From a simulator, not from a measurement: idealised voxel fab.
voxel tone inversion: a process module
This is section cut - it's 180 nm across, gridded in 5 nm square cells.
Just so we're on the same page, the cross-sections are grids of square cells, and they're listed out in bands top to bottom, each band one or more rows deep. Read a band's entry like this: the first values are the height of its top and the height of its bottom in nm, and what follows is the sequence of materials from left to right, each with its width in nm. Note that "blank" is empty space, and that a single material marked "throughout" reaches across the band from edge to edge. Below 0: as-received wafer, all one material; heights counted from there. Lowest band: no bottom, goes on down, written "0 down". The notation "30->40" denotes a width that varies across the rows of cells in the band, beginning at the first number in the top row, finishing at the second number in the bottom row, and changing by an identical amount from each row to the next. Where the words "changes: none" appear for a step, the cross-section shows no cell changed by that step; every cell remained as before. "Enclosed void list": empty spaces of 8 cells or more with no open way to the top, each given as width x height at distance, distance from the left edge, all in nm. What comes after the settings on a step's line is commentary from the simulator itself on that step. The "overlay nm" setting may appear on a step's line; for a step that uses a mask, it gives how far to the right of its planned position the mask lay, and a negative value indicates the left.
-- Process steps foreseen in the plan
1. RECEIVE,material Si
2. CONFORMAL_DEP,material SiCN,thk nm 5
3. DIRECTIONAL_DEP,material aC,thk nm 15
4. PATTERN,tone cover,mask id POSTS,material resist,width nm 15,pitch nm 45,thk nm 25,overlay nm 0
5. DIRECTIONAL_ETCH,etch materials aC,depth nm 15
6. STRIP,etch materials resist
7. FILL_DEP,material SiO2,thk nm 10
8. CMP,height nm 20
9. STRIP,etch materials aC
-- Below: the first of two wafers, run as planned
-- as received, after step 1
* 0 down = Si throughout
* Enclosed void list: none
-- Cross-section of the wafer after step 2
* 5 to 0 = SiCN throughout
* Rest of section, below 0: as before.
-- Cross-section of the wafer after step 3
* 20 to 5 = aC throughout
* Rest of section, below 5: as before.
-- Cross-section of the wafer after step 4
* 45 to 20 = 60 blank  15 resist  30 blank  15 resist  60 blank
* Rest of section, below 20: as before.
-- Cross-section of the wafer after step 5
* 30 to 20 = 60 blank  15 resist  30 blank  15 resist  60 blank
* 20 to 5 = 60 blank  15 aC  30 blank  15 aC  60 blank
* Rest of section, below 5: as before.
-- Cross-section of the wafer after step 6
* 20 to 5 = 60 blank  15 aC  30 blank  15 aC  60 blank
* Rest of section, below 5: as before.
-- Cross-section of the wafer after step 7
* 30 to 20 = SiO2 throughout
* 20 to 5 = 60 SiO2  15 aC  30 SiO2  15 aC  60 SiO2
* Rest of section, below 5: as before.
-- Cross-section of the wafer after step 8
* 20 to 5 = 60 SiO2  15 aC  30 SiO2  15 aC  60 SiO2
* Rest of section, below 5: as before.
-- Cross-section of the wafer after step 9
* 20 to 5 = 60 SiO2  15 blank  30 SiO2  15 blank  60 SiO2
* Rest of section, below 5: as before.
-- Companion wafer, the second of two: same beginning, same intended sequence, one mistake in carrying it out; through step 1 inclusive it tracks the first exactly
-- Second wafer shown in cross-section at the time step 2 was slated to end
* 15 to 0 = aC throughout
* Rest of section, below 0: as before.
-- Second wafer shown in cross-section at the time step 3 was slated to end
* 20 to 15 = SiCN throughout
* Rest of section, below 15: as before.
-- Second wafer shown in cross-section at the time step 4 was slated to end
* 45 to 20 = 60 blank  15 resist  30 blank  15 resist  60 blank
* Rest of section, below 20: as before.
-- Second wafer shown in cross-section at the time step 5 was slated to end
* 30 to 20 = 60 blank  15 resist  30 blank  15 resist  60 blank
* Rest of section, below 20: as before.
-- Second wafer shown in cross-section at the time step 6 was slated to end
* 20 to 15 = SiCN throughout
* Rest of section, below 15: as before.
-- Second wafer shown in cross-section at the time step 7 was slated to end
* 30 to 20 = SiO2 throughout
* Rest of section, below 20: as before.
-- Second wafer shown in cross-section at the time step 8 was slated to end
* 20 to 15 = SiCN throughout
* Rest of section, below 15: as before.
Second wafer shown in cross-section at the time step 9 was slated to end: changes: none
What was the processing mistake? steps 2 and 3 were swapped
Final comparison by cell count, materials where the second wafer has more or fewer than the first: 90 fewer of SiO2 | 108 more of aC
